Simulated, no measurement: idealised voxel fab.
process module | voxel lift off
cross-section cut | 275 nm wide | cells 5 nm
A cross-section is a grid of square cells, given in bands from the top down. A band is one or more rows of cells.
Each band's line starts with the height of the band's top and of its bottom, in nm. Then come its materials from left to right, each with its width in nm. One material with "throughout" fills the band from edge to edge. "air" is empty space.
Height 0 is the level under which the wafer as received is all one material. The lowest band goes on downwards, as in "0 down".
A width such as "30 to 40" changes by the same amount from each row of cells to the next, from the band's top row to its bottom row.
"no change" after a step means that no cell of the cross-section changed.
closed voids: empty space of 8 cells or more with no open way to the top, each as width x height at its distance from the left edge, in nm
after a step's settings: what the simulator itself notes on the step
overlay nm, on a step with a mask: how far to the right of its planned place the mask lay; to the left if negative
plan
1 op RECEIVE | material Si
2 op CONFORMAL_DEP | material Al2O3 | thk nm 5
3 op PATTERN | tone open | mask id LINES | material resist | width nm 25 | pitch nm 45 | thk nm 25 | overlay nm 0
4 op DIRECTIONAL_DEP | material Ru | thk nm 10
5 op STRIP | etch materials resist
6 op CONFORMAL_DEP | material SiCN | thk nm 10
first wafer, as planned
as received, after step 1
  0 down: Si throughout
  closed voids: none
after step 2
  5 to 0: Al2O3 throughout
  below 0: unchanged
after step 3
  30 to 5: resist 80 | air 25 | resist 20 | air 25 | resist 20 | air 25 | resist 80
  below 5: unchanged
after step 4
  40 to 30: Ru 80 | air 25 | Ru 20 | air 25 | Ru 20 | air 25 | Ru 80
  30 to 15: resist 80 | air 25 | resist 20 | air 25 | resist 20 | air 25 | resist 80
  15 to 5: resist 80 | Ru 25 | resist 20 | Ru 25 | resist 20 | Ru 25 | resist 80
  below 5: unchanged
after step 5
  15 to 5: air 80 | Ru 25 | air 20 | Ru 25 | air 20 | Ru 25 | air 80
  below 5: unchanged
after step 6
  25 to 15: air 70 | SiCN 135 | air 70
  15 to 5: SiCN 80 | Ru 25 | SiCN 20 | Ru 25 | SiCN 20 | Ru 25 | SiCN 80
  below 5: unchanged
second wafer: like start, like plan, one mistake. Through step 2 it matches the first wafer
when step 3 should have ended
  30 to 5: resist 90 | air 25 | resist 20 | air 25 | resist 20 | air 25 | resist 70
  below 5: unchanged
when step 4 should have ended
  40 to 30: Ru 90 | air 25 | Ru 20 | air 25 | Ru 20 | air 25 | Ru 70
  30 to 15: resist 90 | air 25 | resist 20 | air 25 | resist 20 | air 25 | resist 70
  15 to 5: resist 90 | Ru 25 | resist 20 | Ru 25 | resist 20 | Ru 25 | resist 70
  below 5: unchanged
when step 5 should have ended
  15 to 5: air 90 | Ru 25 | air 20 | Ru 25 | air 20 | Ru 25 | air 70
  below 5: unchanged
when step 6 should have ended
  25 to 15: air 80 | SiCN 135 | air 60
  15 to 5: SiCN 90 | Ru 25 | SiCN 20 | Ru 25 | SiCN 20 | Ru 25 | SiCN 70
  below 5: unchanged
what went wrong: step 3 ran as: op PATTERN | tone open | mask id LINES | material resist | width nm 25 | pitch nm 45 | thk nm 25 | overlay nm 10
at the end the second wafer has, in cells: as many of each material as the first, in other places
